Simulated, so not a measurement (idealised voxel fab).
A process module follows: voxel ribs on slabs.
The width of the displayed cross-section, cut, is 145 nm; its cells are square, with a size of 5 nm.
Think of the cross-section as a grid of square cells. We describe it in bands, top to bottom, and each band covers one or more rows of those cells. In this notation a band is specified by the heights of its top and bottom, in that order and in nm, after which its materials appear from left to right, each paired with its width in nm. The word "all across" attached to a single material means that material fills the band from edge to edge; the word "blank" stands for empty space. Note: height 0 marks the level under which the wafer is uniformly one material as received. Lowest band unbounded below, written "0..down". The notation "30 to 40" denotes a width that varies across the rows of cells in the band, beginning at the first number in the top row, finishing at the second number in the bottom row, and changing by an identical amount from each row to the next. When a step is marked "remained unchanged", none of the cells in the cross-section changed during that step. The entry titled "Closed void roster" provides the empty spaces that have no open way to the top, restricted to those of 8 cells or more. Each is presented as width x height at distance, the distance being measured from the left edge, with all three in nm. Step line, after settings: the simulator's comment on this step. overlay nm: on a step with a mask, how far right of its planned place the mask lay; negative means left.

[Listed below are the process steps as planned]
1) RECEIVE,material Si
2) DIRECTIONAL_DEP,material SiO2,thk nm 25
3) DIRECTIONAL_DEP,material SiN,thk nm 20
4) DIRECTIONAL_DEP,material aC,thk nm 15
5) PATTERN,tone cover,mask id RIB,material resist,width nm 30,thk nm 35,overlay nm 0
6) DIRECTIONAL_ETCH,etch materials aC,depth nm 15
7) STRIP,etch materials resist
8) DIRECTIONAL_ETCH,etch materials SiN,depth nm 5
9) STRIP,etch materials aC
10) PATTERN,tone cover,mask id SLAB,material resist,width nm 90,thk nm 20,overlay nm 0
11) DIRECTIONAL_ETCH,etch materials SiN,depth nm 15
12) STRIP,etch materials resist
13) FILL_DEP,material SiO2,thk nm 15
14) CMP,height nm 55
15) DIRECTIONAL_DEP,material TiN,thk nm 5
16) MASKED_ETCH,tone cover,mask id HEATER,width nm 40,etch materials TiN,depth nm 5,overlay nm 0
17) CONFORMAL_DEP,material SiO2,thk nm 10

[Received-state cross-section, reflecting completion of step 1]
    0..down  Si all across
    Closed void roster: none

[Wafer at module end, in section. Began as above, planned as above, run with one mistake]
    70..65  blank (40)  SiO2 (60)  blank (45)
    65..60  SiO2 all across
    60..55  SiO2 (50)  TiN (40)  SiO2 (55)
    55..40  SiO2 (25)  SiN (90)  SiO2 (30)
    40..25  SiN all across
    25..0  SiO2 all across
    0..down  Si all across
    Closed void roster: none
Short version of what went wrong: step 4 ran with different settings than intended, the actual operation and settings being DIRECTIONAL_DEP,material SiN,thk nm 15
